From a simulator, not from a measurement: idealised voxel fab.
Module name: voxel capacitor over wiring (process module)
Displayed cross-section: cut, width of 265 nm, square cells sized 5 nm.
Cross-section, as written here: a square-cell grid given band by band from the top down, where a band holds one or more rows of cells.
For a band, the entry starts with two heights in nm, that of the top and then that of the bottom, and carries on with the band's materials in order from left to right, each alongside its width in nm; the word "all across" beside a single material means it fills the band edge to edge, and "blank" means empty space.
The reference from which all heights are counted is 0, the level beneath which the as-received wafer is entirely one material; the lowest band, having no lower bound, proceeds downward and is written after the example "0 nm and below".
A width such as "30 to 40" changes by the same amount from each row of cells to the next, from the band's top row to its bottom row.
"no modification" after a step means that no cell of the cross-section changed.
Enclosed cavity list: empty space of 8 cells or more with no open way to the top, each as width x height at its distance from the left edge, in nm
That trailing text on a step's line, after the settings, is the simulator's own remark on the step.
A step's line can hold "overlay nm"; with a mask on that step, the setting says how far right of the planned place the mask lay, while a negative setting says it lay to the left.

[Set out below are the planned steps of the process]
step 1: RECEIVE with material Si
step 2: CONFORMAL_DEP with material SiO2, thk nm 15
step 3: CONFORMAL_DEP with material SiCN, thk nm 5
step 4: DIRECTIONAL_DEP with material SiO2, thk nm 15
step 5: MASKED_ETCH with tone open, mask id METAL_1, width nm 25, pitch nm 85, etch materials SiO2, depth nm 15, overlay nm 0
step 6: MASKED_ETCH with tone open, mask id METAL_1, width nm 25, pitch nm 85, etch materials SiCN, depth nm 5, overlay nm 0
step 7: CONFORMAL_DEP with material TiN, thk nm 5
step 8: FILL_DEP with material Ru, thk nm 10
step 9: CMP with height nm 35
step 10: EPI with material Ru, thk nm 5
step 11: FILL_DEP with material SiCN, thk nm 5
step 12: DIRECTIONAL_DEP with material SiO2, thk nm 10
step 13: PATTERN with tone open, mask id PLUG_1, material resist, width nm 15, thk nm 20, overlay nm 0
step 14: DIRECTIONAL_ETCH with etch materials SiO2, depth nm 10
step 15: DIRECTIONAL_ETCH with etch materials SiCN, depth nm 5
step 16: STRIP with etch materials resist
step 17: CONFORMAL_DEP with material TiN, thk nm 5
step 18: FILL_DEP with material Ru, thk nm 5
step 19: CMP with height nm 55
step 20: DIRECTIONAL_DEP with material TiN, thk nm 10
step 21: DIRECTIONAL_DEP with material SiN, thk nm 5
step 22: DIRECTIONAL_DEP with material TiN, thk nm 10
step 23: DIRECTIONAL_DEP with material aC, thk nm 15
step 24: PATTERN with tone cover, mask id UPPER_PLATE, material resist, width nm 65, thk nm 30, overlay nm 0
step 25: DIRECTIONAL_ETCH with etch materials aC, depth nm 15
step 26: STRIP with etch materials resist
step 27: DIRECTIONAL_ETCH with etch materials TiN, depth nm 10
step 28: DIRECTIONAL_ETCH with etch materials SiN, depth nm 5
step 29: STRIP with etch materials aC
step 30: DIRECTIONAL_DEP with material aC, thk nm 10
step 31: PATTERN with tone cover, mask id LOWER_PLATE, material resist, width nm 75, thk nm 30, overlay nm 0
step 32: DIRECTIONAL_ETCH with etch materials aC, depth nm 10
step 33: STRIP with etch materials resist
step 34: DIRECTIONAL_ETCH with etch materials TiN, depth nm 10
step 35: STRIP with etch materials aC
step 36: FILL_DEP with material SiO2, thk nm 15
step 37: CMP with height nm 90
step 38: MASKED_ETCH with tone open, mask id PLUG_2, width nm 15, etch materials SiO2, depth nm 10, overlay nm -15
step 39: CONFORMAL_DEP with material TiN, thk nm 5
step 40: FILL_DEP with material Ru, thk nm 10
step 41: CMP with height nm 90
step 42: CONFORMAL_DEP with material SiCN, thk nm 5
Wafers differ in overlay nm at step 38; plan lists the first wafer's value; identical starting state.

[Cross-section of the first of several received wafers, showing its state after step 1]
0 nm and below  Si all across
Enclosed cavity list: none

[Cross-section of the first of several wafers, taken after step 42, where the module ends]
95 nm to 90 nm  SiCN all across
90 nm to 85 nm  80 SiO2 / 5 TiN / 5 Ru / 5 TiN / 170 SiO2
85 nm to 80 nm  80 SiO2 / 15 TiN / 170 SiO2
80 nm to 70 nm  85 SiO2 / 65 TiN / 115 SiO2
70 nm to 65 nm  85 SiO2 / 65 SiN / 115 SiO2
65 nm to 55 nm  80 SiO2 / 75 TiN / 110 SiO2
55 nm to 45 nm  85 SiO2 / 5 TiN / 5 Ru / 5 TiN / 165 SiO2
45 nm to 40 nm  85 SiCN / 15 TiN / 165 SiCN
40 nm to 35 nm  70 SiCN / 35 Ru / 50 SiCN / 35 Ru / 75 SiCN
35 nm to 20 nm  75 SiO2 / 5 TiN / 15 Ru / 5 TiN / 60 SiO2 / 5 TiN / 15 Ru / 5 TiN / 80 SiO2
20 nm to 15 nm  75 SiCN / 25 TiN / 60 SiCN / 25 TiN / 80 SiCN
15 nm to 0 nm  SiO2 all across
0 nm and below  Si all across
Enclosed cavity list: none

[last wafer at the end]
95 nm to 90 nm  SiCN all across
90 nm to 85 nm  110 SiO2 / 5 TiN / 5 Ru / 5 TiN / 140 SiO2
85 nm to 80 nm  110 SiO2 / 15 TiN / 140 SiO2
80 nm to 70 nm  85 SiO2 / 65 TiN / 115 SiO2
70 nm to 65 nm  85 SiO2 / 65 SiN / 115 SiO2
65 nm to 55 nm  80 SiO2 / 75 TiN / 110 SiO2
55 nm to 45 nm  85 SiO2 / 5 TiN / 5 Ru / 5 TiN / 165 SiO2
45 nm to 40 nm  85 SiCN / 15 TiN / 165 SiCN
40 nm to 35 nm  70 SiCN / 35 Ru / 50 SiCN / 35 Ru / 75 SiCN
35 nm to 20 nm  75 SiO2 / 5 TiN / 15 Ru / 5 TiN / 60 SiO2 / 5 TiN / 15 Ru / 5 TiN / 80 SiO2
20 nm to 15 nm  75 SiCN / 25 TiN / 60 SiCN / 25 TiN / 80 SiCN
15 nm to 0 nm  SiO2 all across
0 nm and below  Si all across
Enclosed cavity list: none

[Each row below is a wafer at the end of the module, listing for every material the number of cells it has gained (+) or lost (-) since it was received, followed by its closed voids]
overlay nm -15 | +35 Ru | +185 SiCN | +13 SiN | +684 SiO2 | +90 TiN | Enclosed cavity list: none
overlay nm -10 | +35 Ru | +185 SiCN | +13 SiN | +684 SiO2 | +90 TiN | Enclosed cavity list: none
overlay nm -5 | +35 Ru | +185 SiCN | +13 SiN | +684 SiO2 | +90 TiN | Enclosed cavity list: none
overlay nm 0 | +35 Ru | +185 SiCN | +13 SiN | +684 SiO2 | +90 TiN | Enclosed cavity list: none
overlay nm 5 | +35 Ru | +185 SiCN | +13 SiN | +684 SiO2 | +90 TiN | Enclosed cavity list: none
overlay nm 10 | +35 Ru | +185 SiCN | +13 SiN | +684 SiO2 | +90 TiN | Enclosed cavity list: none
overlay nm 15 | +35 Ru | +185 SiCN | +13 SiN | +684 SiO2 | +90 TiN | Enclosed cavity list: none
